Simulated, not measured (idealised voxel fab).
process module | voxel wiring stack
Xsec cut, 205 nm wide, square cell size 5 nm.
This document writes a cross-section as a grid whose cells are square, and gives it as bands, listed from the top down; one or more rows of cells form a band. Heights first: top, then bottom, in nm. Then materials, left to right, each with a width in nm. "throughout" on a single material: fills the band edge to edge. "empty": empty space. The level at which height equals 0 is the one under which the wafer, as it arrives, is entirely one material. No lower edge exists for the bottom band, which continues downward and is notated as in "0 -> down". The notation "30..40" denotes a width that varies across the rows of cells in the band, beginning at the first number in the top row, finishing at the second number in the bottom row, and changing by an identical amount from each row to the next. For the purposes of this document, the phrase "no alterations made" attached to a step denotes that no cell within the cross-section was modified by that step. You'll see "Enclosed voids" listing empty spaces that have no way open to the top, as long as they're 8 cells or more; the notation is width x height at distance, where the distance is from the left edge, and all of it is in nm. Text after the settings on a step's line: the simulator's own remark on that step. overlay nm: right-of-plan distance of the mask on a masked step; negative values mean left-of-plan. Pairs follow: section before one process step, section after it down to the lowest changed band, step with settings underneath. Pairs may come from different runs of this module on the same starting wafer; continuity with the pair above only as stated in the "Pre-step geometry" entry.
## Pre-step geometry
    90 -> 80  empty 70 | aC 25 | empty 15 | aC 25 | empty 70
    80 -> 65  empty 70 | Ru 25 | empty 15 | Ru 25 | empty 70
    65 -> 60  empty 70 | TiN 25 | empty 15 | TiN 25 | empty 70
    60 -> 45  SiO2 70 | Ru 15 | SiO2 120
    45 -> 40  SiCN 70 | Ru 15 | SiCN 120
    40 -> 15  SiO2 65 | TiN 5 | Cu 15 | TiN 5 | SiO2 15 | TiN 5 | Cu 15 | TiN 5 | SiO2 75
    15 -> 10  SiCN 65 | TiN 25 | SiCN 15 | TiN 25 | SiCN 75
    10 -> 0  SiO2 throughout
    0 -> down  Si throughout
    Enclosed voids: none
## Post-Step Geometry
    80 -> 65  empty 70 | Ru 25 | empty 15 | Ru 25 | empty 70
    Below 65, no change.
    Enclosed voids: none
Between the two cross-sections above, the process step reads STRIP (etch materials aC)
Pre-step geometry: as shown after the step in the preceding pair, directly above.
## Post-Step Geometry
    85 -> 80  empty 65 | SiCN 35 | empty 5 | SiCN 35 | empty 65
    80 -> 65  empty 65 | SiCN 5 | Ru 25 | SiCN 5 | empty 5 | SiCN 5 | Ru 25 | SiCN 5 | empty 65
    65 -> 60  SiCN 70 | TiN 25 | SiCN 15 | TiN 25 | SiCN 70
    Below 60, no change.
    Enclosed voids: none
Between the two cross-sections above, the process step reads CONFORMAL_DEP (material SiCN; thk nm 5)
Pre-step geometry: as shown after the step in the preceding pair, directly above.
## Post-Step Geometry
    95 -> 85  SiO2 throughout
    85 -> 80  SiO2 65 | SiCN 35 | SiO2 5 | SiCN 35 | SiO2 65
    80 -> 65  SiO2 65 | SiCN 5 | Ru 25 | SiCN 5 | SiO2 5 | SiCN 5 | Ru 25 | SiCN 5 | SiO2 65
    Below 65, no change.
    Enclosed voids: none
Between the two cross-sections above, the process step reads FILL_DEP (material SiO2; thk nm 10)
Pre-step geometry: as shown after the step in the preceding pair, directly above.
## Post-Step Geometry
    80 -> 65  SiO2 65 | SiCN 5 | Ru 25 | SiCN 5 | SiO2 5 | SiCN 5 | Ru 25 | SiCN 5 | SiO2 65
    Below 65, no change.
    Enclosed voids: none
Between the two cross-sections above, the process step reads CMP (height nm 80)
Pre-step geometry: as shown after the step in the preceding pair, directly above.
## Post-Step Geometry
    85 -> 80  SiN throughout
    Below 80, no change.
    Enclosed voids: none
Between the two cross-sections above, the process step reads CONFORMAL_DEP (material SiN; thk nm 5)
## Pre-step geometry
    90 -> 80  empty 70 | aC 25 | empty 15 | aC 25 | empty 70
    80 -> 65  empty 70 | Ru 25 | empty 15 | Ru 25 | empty 70
    65 -> 60  empty 70 | TiN 25 | empty 15 | TiN 25 | empty 70
    60 -> 45  SiO2 70 | Ru 15 | SiO2 120
    45 -> 40  SiCN 70 | Ru 15 | SiCN 120
    40 -> 15  SiO2 70 | TiN 5 | Cu 15 | TiN 5 | SiO2 15 | TiN 5 | Cu 15 | TiN 5 | SiO2 70
    15 -> 10  SiCN 70 | TiN 25 | SiCN 15 | TiN 25 | SiCN 70
    10 -> 0  SiO2 throughout
    0 -> down  Si throughout
    Enclosed voids: none
## Post-Step Geometry
    90 -> 80  empty 70 | aC 25 | empty 110
    80 -> 65  empty 70 | Ru 25 | empty 110
    65 -> 60  empty 70 | TiN 25 | empty 110
    60 -> 45  empty 70 | Ru 15 | empty 120
    Below 45, no change.
    Enclosed voids: none
Between the two cross-sections above, the process step reads STRIP (etch materials SiO2)
Pre-step geometry: as shown after the step in the preceding pair, directly above.
## Post-Step Geometry
    95 -> 90  empty 65 | SiCN 35 | empty 105
    90 -> 80  empty 65 | SiCN 5 | aC 25 | SiCN 5 | empty 105
    80 -> 65  empty 65 | SiCN 5 | Ru 25 | SiCN 5 | empty 105
    65 -> 60  empty 65 | SiCN 5 | TiN 25 | SiCN 5 | empty 105
    60 -> 50  empty 65 | SiCN 5 | Ru 15 | SiCN 15..5 | empty 105..115
    50 -> 40  SiCN 70 | Ru 15 | SiCN 120
    Below 40, no change.
    Enclosed voids: none
Between the two cross-sections above, the process step reads CONFORMAL_DEP (material SiCN; thk nm 5)
Pre-step geometry: as shown after the step in the preceding pair, directly above.
## Post-Step Geometry
    105 -> 95  SiO2 throughout
    95 -> 90  SiO2 65 | SiCN 35 | SiO2 105
    90 -> 80  SiO2 65 | SiCN 5 | aC 25 | SiCN 5 | SiO2 105
    80 -> 65  SiO2 65 | SiCN 5 | Ru 25 | SiCN 5 | SiO2 105
    65 -> 60  SiO2 65 | SiCN 5 | TiN 25 | SiCN 5 | SiO2 105
    60 -> 50  SiO2 65 | SiCN 5 | Ru 15 | SiCN 15..5 | SiO2 105..115
    Below 50, no change.
    Enclosed voids: none
Between the two cross-sections above, the process step reads FILL_DEP (material SiO2; thk nm 10)
Pre-step geometry: as shown after the step in the preceding pair, directly above.
## Post-Step Geometry
    80 -> 65  SiO2 65 | SiCN 5 | Ru 25 | SiCN 5 | SiO2 105
    Below 65, no change.
    Enclosed voids: none
Between the two cross-sections above, the process step reads CMP (height nm 80)
Pre-step geometry: as shown after the step in the preceding pair, directly above.
## Post-Step Geometry
    85 -> 80  SiN throughout
    Below 80, no change.
    Enclosed voids: none
Between the two cross-sections above, the process step reads CONFORMAL_DEP (material SiN; thk nm 5)
## Pre-step geometry
    75 -> 60  aC throughout
    60 -> 45  SiO2 throughout
    45 -> 40  SiCN throughout
    40 -> 15  SiO2 70 | TiN 5 | Cu 15 | TiN 5 | SiO2 15 | TiN 5 | Cu 15 | TiN 5 | SiO2 70
    15 -> 10  SiCN 70 | TiN 25 | SiCN 15 | TiN 25 | SiCN 70
    10 -> 0  SiO2 throughout
    0 -> down  Si throughout
    Enclosed voids: none
## Post-Step Geometry
    105 -> 75  empty 70 | resist 15 | empty 120
    Below 75, no change.
    Enclosed voids: none
Between the two cross-sections above, the process step reads PATTERN (tone cover; mask id PLUG_1; material resist; width nm 15; thk nm 30; overlay nm 0)
Pre-step geometry: as shown after the step in the preceding pair, directly above.
## Post-Step Geometry
    90 -> 75  empty 70 | resist 15 | empty 120
    75 -> 60  empty 70 | aC 15 | empty 120
    Below 60, no change.
    Enclosed voids: none
Between the two cross-sections above, the process step reads DIRECTIONAL_ETCH (etch materials aC; depth nm 15)
Pre-step geometry: as shown after the step in the preceding pair, directly above.
## Post-Step Geometry
    75 -> 60  empty 70 | aC 15 | empty 120
    Below 60, no change.
    Enclosed voids: none
Between the two cross-sections above, the process step reads STRIP (etch materials resist)
Pre-step geometry: as shown after the step in the preceding pair, directly above.
## Post-Step Geometry
    75 -> 60  empty 70 | aC 15 | empty 120
    60 -> 45  empty 70 | SiO2 15 | empty 120
    Below 45, no change.
    Enclosed voids: none
Between the two cross-sections above, the process step reads DIRECTIONAL_ETCH (etch materials SiO2; depth nm 15)
Pre-step geometry: as shown after the step in the preceding pair, directly above.
## Post-Step Geometry
    75 -> 60  empty 70 | aC 15 | empty 120
    60 -> 45  empty 70 | SiO2 15 | empty 120
    45 -> 40  empty 70 | SiCN 15 | empty 120
    Below 40, no change.
    Enclosed voids: none
Between the two cross-sections above, the process step reads DIRECTIONAL_ETCH (etch materials SiCN; depth nm 5)
Pre-step geometry: as shown after the step in the preceding pair, directly above.
## Post-Step Geometry
    60 -> 45  empty 70 | SiO2 15 | empty 120
    Below 45, no change.
    Enclosed voids: none
Between the two cross-sections above, the process step reads STRIP (etch materials aC)
Pre-step geometry: as shown after the step in the preceding pair, directly above.
## Post-Step Geometry
    60 -> 50  empty 70 | SiO2 15 | empty 120
    50 -> 45  empty 70 | SiO2 15 | Ru 60 | empty 60
    45 -> 40  empty 70 | SiCN 15 | Ru 60 | empty 60
    Below 40, no change.
    Enclosed voids: none
Between the two cross-sections above, the process step reads EPI (material Ru; thk nm 10)
Pre-step geometry: as shown after the step in the preceding pair, directly above.
## Post-Step Geometry
    60 -> 45  empty 70 | SiO2 15 | Ru 70 | empty 50
    45 -> 40  empty 70 | SiCN 15 | Ru 70 | empty 50
    Below 40, no change.
    Enclosed voids: none
Between the two cross-sections above, the process step reads EPI (material Ru; thk nm 10)
Pre-step geometry: as shown after the step in the preceding pair, directly above.
## Post-Step Geometry
    65 -> 60  empty 70 | TiN 85 | empty 50
    60 -> 45  empty 70 | SiO2 15 | Ru 70 | empty 50
    45 -> 40  TiN 70 | SiCN 15 | Ru 70 | TiN 50
    Below 40, no change.
    Enclosed voids: none
Between the two cross-sections above, the process step reads DIRECTIONAL_DEP (material TiN; thk nm 5)
Pre-step geometry: as shown after the step in the preceding pair, directly above.
## Post-Step Geometry
    80 -> 65  empty 70 | Ru 85 | empty 50
    65 -> 60  empty 70 | TiN 85 | empty 50
    60 -> 45  Ru 70 | SiO2 15 | Ru 120
    Below 45, no change.
    Enclosed voids: none
Between the two cross-sections above, the process step reads DIRECTIONAL_DEP (material Ru; thk nm 15)
Pre-step geometry: as shown after the step in the preceding pair, directly above.
## Post-Step Geometry
    90 -> 80  empty 70 | aC 85 | empty 50
    80 -> 70  empty 70 | Ru 85 | empty 50
    70 -> 65  aC 70 | Ru 85 | aC 50
    65 -> 60  aC 70 | TiN 85 | aC 50
    Below 60, no change.
    Enclosed voids: none
Between the two cross-sections above, the process step reads DIRECTIONAL_DEP (material aC; thk nm 10)
Pre-step geometry: as shown after the step in the preceding pair, directly above.
## Post-Step Geometry
    115 -> 90  empty 70 | resist 25 | empty 15 | resist 25 | empty 70
    Below 90, no change.
    Enclosed voids: none
Between the two cross-sections above, the process step reads PATTERN (tone cover; mask id METAL_2; material resist; width nm 25; pitch nm 40; thk nm 25; overlay nm 0)
Pre-step geometry: as shown after the step in the preceding pair, directly above.
## Post-Step Geometry
    105 -> 90  empty 70 | resist 25 | empty 15 | resist 25 | empty 70
    90 -> 80  empty 70 | aC 25 | empty 15 | aC 25 | empty 70
    80 -> 65  empty 70 | Ru 85 | empty 50
    65 -> 60  empty 70 | TiN 85 | empty 50
    Below 60, no change.
    Enclosed voids: none
Between the two cross-sections above, the process step reads DIRECTIONAL_ETCH (etch materials aC; depth nm 10)
Pre-step geometry: as shown after the step in the preceding pair, directly above.
## Post-Step Geometry
    90 -> 80  empty 70 | aC 25 | empty 15 | aC 25 | empty 70
    Below 80, no change.
    Enclosed voids: none
Between the two cross-sections above, the process step reads STRIP (etch materials resist)
Pre-step geometry: as shown after the step in the preceding pair, directly above.
## Post-Step Geometry
    90 -> 80  empty 70 | aC 25 | empty 15 | aC 25 | empty 70
    80 -> 65  empty 70 | Ru 25 | empty 15 | Ru 25 | empty 70
    65 -> 60  empty 70 | TiN 85 | empty 50
    60 -> 45  empty 70 | SiO2 15 | Ru 70 | empty 50
    Below 45, no change.
    Enclosed voids: none
Between the two cross-sections above, the process step reads DIRECTIONAL_ETCH (etch materials Ru; depth nm 15)
Pre-step geometry: as shown after the step in the preceding pair, directly above.
## Post-Step Geometry
    90 -> 80  empty 70 | aC 25 | empty 15 | aC 25 | empty 70
    80 -> 65  empty 70 | Ru 25 | empty 15 | Ru 25 | empty 70
    65 -> 60  empty 70 | TiN 25 | empty 15 | TiN 25 | empty 70
    60 -> 45  empty 70 | SiO2 15 | Ru 70 | empty 50
    45 -> 40  empty 70 | SiCN 15 | Ru 70 | empty 50
    Below 40, no change.
    Enclosed voids: none
Between the two cross-sections above, the process step reads DIRECTIONAL_ETCH (etch materials TiN; depth nm 5)
Pre-step geometry: as shown after the step in the preceding pair, directly above.
## Post-Step Geometry
    80 -> 65  empty 70 | Ru 25 | empty 15 | Ru 25 | empty 70
    Below 65, no change.
    Enclosed voids: none
Between the two cross-sections above, the process step reads STRIP (etch materials aC)
Pre-step geometry: as shown after the step in the preceding pair, directly above.
## Post-Step Geometry
    85 -> 80  empty 65 | SiCN 35 | empty 5 | SiCN 35 | empty 65
    80 -> 65  empty 65 | SiCN 5 | Ru 25 | SiCN 5 | empty 5 | SiCN 5 | Ru 25 | SiCN 5 | empty 65
    65 -> 60  empty 65 | SiCN 5 | TiN 25 | SiCN 15 | TiN 25 | SiCN 25 | empty 45
    60 -> 45  empty 65 | SiCN 5 | SiO2 15 | Ru 70 | SiCN 5 | empty 45
    45 -> 40  SiCN 85 | Ru 70 | SiCN 50
    Below 40, no change.
    Enclosed voids: none
Between the two cross-sections above, the process step reads CONFORMAL_DEP (material SiCN; thk nm 5)
Pre-step geometry: as shown after the step in the preceding pair, directly above.
## Post-Step Geometry
    95 -> 85  SiO2 throughout
    85 -> 80  SiO2 65 | SiCN 35 | SiO2 5 | SiCN 35 | SiO2 65
    80 -> 65  SiO2 65 | SiCN 5 | Ru 25 | SiCN 5 | SiO2 5 | SiCN 5 | Ru 25 | SiCN 5 | SiO2 65
    65 -> 60  SiO2 65 | SiCN 5 | TiN 25 | SiCN 15 | TiN 25 | SiCN 25 | SiO2 45
    60 -> 45  SiO2 65 | SiCN 5 | SiO2 15 | Ru 70 | SiCN 5 | SiO2 45
    Below 45, no change.
    Enclosed voids: none
Between the two cross-sections above, the process step reads FILL_DEP (material SiO2; thk nm 10)
Pre-step geometry: as shown after the step in the preceding pair, directly above.
## Post-Step Geometry
    80 -> 65  SiO2 65 | SiCN 5 | Ru 25 | SiCN 5 | SiO2 5 | SiCN 5 | Ru 25 | SiCN 5 | SiO2 65
    Below 65, no change.
    Enclosed voids: none
Between the two cross-sections above, the process step reads CMP (height nm 80)
Pre-step geometry: as shown after the step in the preceding pair, directly above.
## Post-Step Geometry
    85 -> 80  SiN throughout
    Below 80, no change.
    Enclosed voids: none
Between the two cross-sections above, the process step reads CONFORMAL_DEP (material SiN; thk nm 5)
